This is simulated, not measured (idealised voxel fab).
process module | voxel trench capacitor
cross-section cut | 265 nm wide | cells 5 nm
A cross-section is a grid of square cells, given in bands from the top down. A band is one or more rows of cells.
Each band's line starts with the height of the band's top and of its bottom, in nm. Then come its materials from left to right, each with its width in nm. One material with "throughout" fills the band from edge to edge. "air" is empty space.
Height 0 is the level under which the wafer as received is all one material. The lowest band goes on downwards, as in "0 down".
A width such as "30 to 40" changes by the same amount from each row of cells to the next, from the band's top row to its bottom row.
"no change" after a step means that no cell of the cross-section changed.
closed voids: empty space of 8 cells or more with no open way to the top, each as width x height at its distance from the left edge, in nm
after a step's settings: what the simulator itself notes on the step
overlay nm, on a step with a mask: how far to the right of its planned place the mask lay; to the left if negative
plan
1 op RECEIVE | material Si
2 op CONFORMAL_DEP | material SiN | thk nm 5
3 op DIRECTIONAL_DEP | material aC | thk nm 15
4 op PATTERN | tone open | mask id TRENCH | material resist | width nm 25 | pitch nm 55 | thk nm 35 | overlay nm 0
5 op DIRECTIONAL_ETCH | etch materials aC | depth nm 15
6 op STRIP | etch materials resist
7 op DIRECTIONAL_ETCH | etch materials SiN | depth nm 5
8 op DIRECTIONAL_ETCH | etch materials Si | depth nm 40
9 op STRIP | etch materials aC
10 op CONFORMAL_DEP | material HfO2 | thk nm 5
11 op CONFORMAL_DEP | material TiN | thk nm 5
12 op FILL_DEP | material W | thk nm 5
13 op CMP | height nm 5
first wafer, as planned
as received, after step 1
  0 down: Si throughout
  closed voids: none
after step 2
  5 to 0: SiN throughout
  below 0: unchanged
after step 3
  20 to 5: aC throughout
  below 5: unchanged
after step 4
  55 to 20: resist 35 | air 25 | resist 30 | air 25 | resist 30 | air 25 | resist 30 | air 25 | resist 40
  below 20: unchanged
after step 5
  40 to 20: resist 35 | air 25 | resist 30 | air 25 | resist 30 | air 25 | resist 30 | air 25 | resist 40
  20 to 5: aC 35 | air 25 | aC 30 | air 25 | aC 30 | air 25 | aC 30 | air 25 | aC 40
  below 5: unchanged
after step 6
  20 to 5: aC 35 | air 25 | aC 30 | air 25 | aC 30 | air 25 | aC 30 | air 25 | aC 40
  below 5: unchanged
after step 7
  20 to 5: aC 35 | air 25 | aC 30 | air 25 | aC 30 | air 25 | aC 30 | air 25 | aC 40
  5 to 0: SiN 35 | air 25 | SiN 30 | air 25 | SiN 30 | air 25 | SiN 30 | air 25 | SiN 40
  below 0: unchanged
after step 8
  20 to 5: aC 35 | air 25 | aC 30 | air 25 | aC 30 | air 25 | aC 30 | air 25 | aC 40
  5 to 0: SiN 35 | air 25 | SiN 30 | air 25 | SiN 30 | air 25 | SiN 30 | air 25 | SiN 40
  0 to -40: Si 35 | air 25 | Si 30 | air 25 | Si 30 | air 25 | Si 30 | air 25 | Si 40
  below -40: unchanged
after step 9
  5 to 0: SiN 35 | air 25 | SiN 30 | air 25 | SiN 30 | air 25 | SiN 30 | air 25 | SiN 40
  below 0: unchanged
after step 10
  10 to 5: HfO2 40 | air 15 | HfO2 40 | air 15 | HfO2 40 | air 15 | HfO2 40 | air 15 | HfO2 45
  5 to 0: SiN 35 | HfO2 5 | air 15 | HfO2 5 | SiN 30 | HfO2 5 | air 15 | HfO2 5 | SiN 30 | HfO2 5 | air 15 | HfO2 5 | SiN 30 | HfO2 5 | air 15 | HfO2 5 | SiN 40
  0 to -35: Si 35 | HfO2 5 | air 15 | HfO2 5 | Si 30 | HfO2 5 | air 15 | HfO2 5 | Si 30 | HfO2 5 | air 15 | HfO2 5 | Si 30 | HfO2 5 | air 15 | HfO2 5 | Si 40
  -35 to -40: Si 35 | HfO2 25 | Si 30 | HfO2 25 | Si 30 | HfO2 25 | Si 30 | HfO2 25 | Si 40
  below -40: unchanged
after step 11
  15 to 10: TiN 45 | air 5 | TiN 50 | air 5 | TiN 50 | air 5 | TiN 50 | air 5 | TiN 50
  10 to 5: HfO2 40 | TiN 5 | air 5 | TiN 5 | HfO2 40 | TiN 5 | air 5 | TiN 5 | HfO2 40 | TiN 5 | air 5 | TiN 5 | HfO2 40 | TiN 5 | air 5 | TiN 5 | HfO2 45
  5 to 0: SiN 35 | HfO2 5 | TiN 5 | air 5 | TiN 5 | HfO2 5 | SiN 30 | HfO2 5 | TiN 5 | air 5 | TiN 5 | HfO2 5 | SiN 30 | HfO2 5 | TiN 5 | air 5 | TiN 5 | HfO2 5 | SiN 30 | HfO2 5 | TiN 5 | air 5 | TiN 5 | HfO2 5 | SiN 40
  0 to -30: Si 35 | HfO2 5 | TiN 5 | air 5 | TiN 5 | HfO2 5 | Si 30 | HfO2 5 | TiN 5 | air 5 | TiN 5 | HfO2 5 | Si 30 | HfO2 5 | TiN 5 | air 5 | TiN 5 | HfO2 5 | Si 30 | HfO2 5 | TiN 5 | air 5 | TiN 5 | HfO2 5 | Si 40
  -30 to -35: Si 35 | HfO2 5 | TiN 15 | HfO2 5 | Si 30 | HfO2 5 | TiN 15 | HfO2 5 | Si 30 | HfO2 5 | TiN 15 | HfO2 5 | Si 30 | HfO2 5 | TiN 15 | HfO2 5 | Si 40
  below -35: unchanged
after step 12
  20 to 15: W throughout
  15 to 10: TiN 45 | W 5 | TiN 50 | W 5 | TiN 50 | W 5 | TiN 50 | W 5 | TiN 50
  10 to 5: HfO2 40 | TiN 5 | W 5 | TiN 5 | HfO2 40 | TiN 5 | W 5 | TiN 5 | HfO2 40 | TiN 5 | W 5 | TiN 5 | HfO2 40 | TiN 5 | W 5 | TiN 5 | HfO2 45
  5 to 0: SiN 35 | HfO2 5 | TiN 5 | W 5 | TiN 5 | HfO2 5 | SiN 30 | HfO2 5 | TiN 5 | W 5 | TiN 5 | HfO2 5 | SiN 30 | HfO2 5 | TiN 5 | W 5 | TiN 5 | HfO2 5 | SiN 30 | HfO2 5 | TiN 5 | W 5 | TiN 5 | HfO2 5 | SiN 40
  0 to -30: Si 35 | HfO2 5 | TiN 5 | W 5 | TiN 5 | HfO2 5 | Si 30 | HfO2 5 | TiN 5 | W 5 | TiN 5 | HfO2 5 | Si 30 | HfO2 5 | TiN 5 | W 5 | TiN 5 | HfO2 5 | Si 30 | HfO2 5 | TiN 5 | W 5 | TiN 5 | HfO2 5 | Si 40
  below -30: unchanged
after step 13
  5 to 0: SiN 35 | HfO2 5 | TiN 5 | W 5 | TiN 5 | HfO2 5 | SiN 30 | HfO2 5 | TiN 5 | W 5 | TiN 5 | HfO2 5 | SiN 30 | HfO2 5 | TiN 5 | W 5 | TiN 5 | HfO2 5 | SiN 30 | HfO2 5 | TiN 5 | W 5 | TiN 5 | HfO2 5 | SiN 40
  below 0: unchanged
second wafer: like start, like plan, one mistake. Through step 10 it matches the first wafer
when step 11 should have ended
  15 to 5: HfO2 45 | air 5 | HfO2 50 | air 5 | HfO2 50 | air 5 | HfO2 50 | air 5 | HfO2 50
  5 to 0: SiN 35 | HfO2 10 | air 5 | HfO2 10 | SiN 30 | HfO2 10 | air 5 | HfO2 10 | SiN 30 | HfO2 10 | air 5 | HfO2 10 | SiN 30 | HfO2 10 | air 5 | HfO2 10 | SiN 40
  0 to -30: Si 35 | HfO2 10 | air 5 | HfO2 10 | Si 30 | HfO2 10 | air 5 | HfO2 10 | Si 30 | HfO2 10 | air 5 | HfO2 10 | Si 30 | HfO2 10 | air 5 | HfO2 10 | Si 40
  -30 to -40: Si 35 | HfO2 25 | Si 30 | HfO2 25 | Si 30 | HfO2 25 | Si 30 | HfO2 25 | Si 40
  below -40: unchanged
when step 12 should have ended
  20 to 15: W throughout
  15 to 5: HfO2 45 | W 5 | HfO2 50 | W 5 | HfO2 50 | W 5 | HfO2 50 | W 5 | HfO2 50
  5 to 0: SiN 35 | HfO2 10 | W 5 | HfO2 10 | SiN 30 | HfO2 10 | W 5 | HfO2 10 | SiN 30 | HfO2 10 | W 5 | HfO2 10 | SiN 30 | HfO2 10 | W 5 | HfO2 10 | SiN 40
  0 to -30: Si 35 | HfO2 10 | W 5 | HfO2 10 | Si 30 | HfO2 10 | W 5 | HfO2 10 | Si 30 | HfO2 10 | W 5 | HfO2 10 | Si 30 | HfO2 10 | W 5 | HfO2 10 | Si 40
  below -30: unchanged
when step 13 should have ended
  5 to 0: SiN 35 | HfO2 10 | W 5 | HfO2 10 | SiN 30 | HfO2 10 | W 5 | HfO2 10 | SiN 30 | HfO2 10 | W 5 | HfO2 10 | SiN 30 | HfO2 10 | W 5 | HfO2 10 | SiN 40
  below 0: unchanged
what went wrong: step 11 ran as: op CONFORMAL_DEP | material HfO2 | thk nm 5
at the end the second wafer has, in cells: 68 more of HfO2 | 68 fewer of TiN
